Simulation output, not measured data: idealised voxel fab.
The name of this process module is voxel quadruple lines.
Shown is cross-section cut, with a width of 240 nm and square cells of size 5 nm.
Notation: cross-section as square-cell grid; stated in bands, top first, going down; one or more cell rows per band. A band entry consists of two parts. The first gives the height of the band's top and the height of its bottom, in nm. The rest lists the band's materials from left to right, each with its width in nm. A single material labelled with the word "everywhere" fills the band from edge to edge, and the word "air" marks empty space. For the purposes of this specification, 0 denotes the height below which the wafer in its as-received condition is composed wholly of one material, and the lowermost band, lacking a lower limit, extends downward without end, as expressed in "top 0, no bottom". The notation "30..40" denotes a width that varies across the rows of cells in the band, beginning at the first number in the top row, finishing at the second number in the bottom row, and changing by an identical amount from each row to the next. Reading "no alteration" for a step: not a cell of the cross-section changed in it. Empty spaces without an open route to the top, at least 8 cells in extent, make up the entry "Listed closed voids"; each is given as width x height at distance, where the distance is measured from the left edge, and all are in nm. after a step's settings: what the simulator itself notes on the step. "overlay nm", when on a step's line for a step with a mask, measures how far to the right of its planned place the mask lay; a negative measure means to the left.

[Here's what the planned process steps look like]
step 1: RECEIVE with material Si
step 2: CONFORMAL_DEP with material SiO2, thk nm 5
step 3: DIRECTIONAL_DEP with material W, thk nm 10
step 4: DIRECTIONAL_DEP with material polySi, thk nm 15
step 5: DIRECTIONAL_DEP with material aC, thk nm 20
step 6: PATTERN with tone cover, mask id MANDREL, material resist, width nm 25, pitch nm 80, thk nm 30, overlay nm 0
step 7: DIRECTIONAL_ETCH with etch materials aC, depth nm 20
step 8: STRIP with etch materials resist
step 9: CONFORMAL_DEP with material SiO2, thk nm 15
step 10: DIRECTIONAL_ETCH with etch materials SiO2, depth nm 15
step 11: STRIP with etch materials aC
step 12: DIRECTIONAL_ETCH with etch materials polySi, depth nm 15
step 13: STRIP with etch materials SiO2
step 14: CONFORMAL_DEP with material SiN, thk nm 5
step 15: DIRECTIONAL_ETCH with etch materials SiN, depth nm 5
step 16: STRIP with etch materials polySi
step 17: DIRECTIONAL_ETCH with etch materials W, depth nm 10
step 18: STRIP with etch materials SiN

[Cross-section of the wafer upon arrival, representing the state reached after step 1]
  top 0, no bottom  Si everywhere
  Listed closed voids: none

[Cross-section at module end, one run error; start and plan unchanged from above]
  top 15, bottom 5  air: 60 / W: 5 / air: 25 / W: 5 / air: 45 / W: 5 / air: 25 / W: 5 / air: 65
  top 5, bottom 0  SiO2 everywhere
  top 0, no bottom  Si everywhere
  Listed closed voids: none
What was the processing mistake? step 6 was not run as planned; what actually ran was PATTERN with tone open, mask id MANDREL, material resist, width nm 25, pitch nm 80, thk nm 30, overlay nm 0
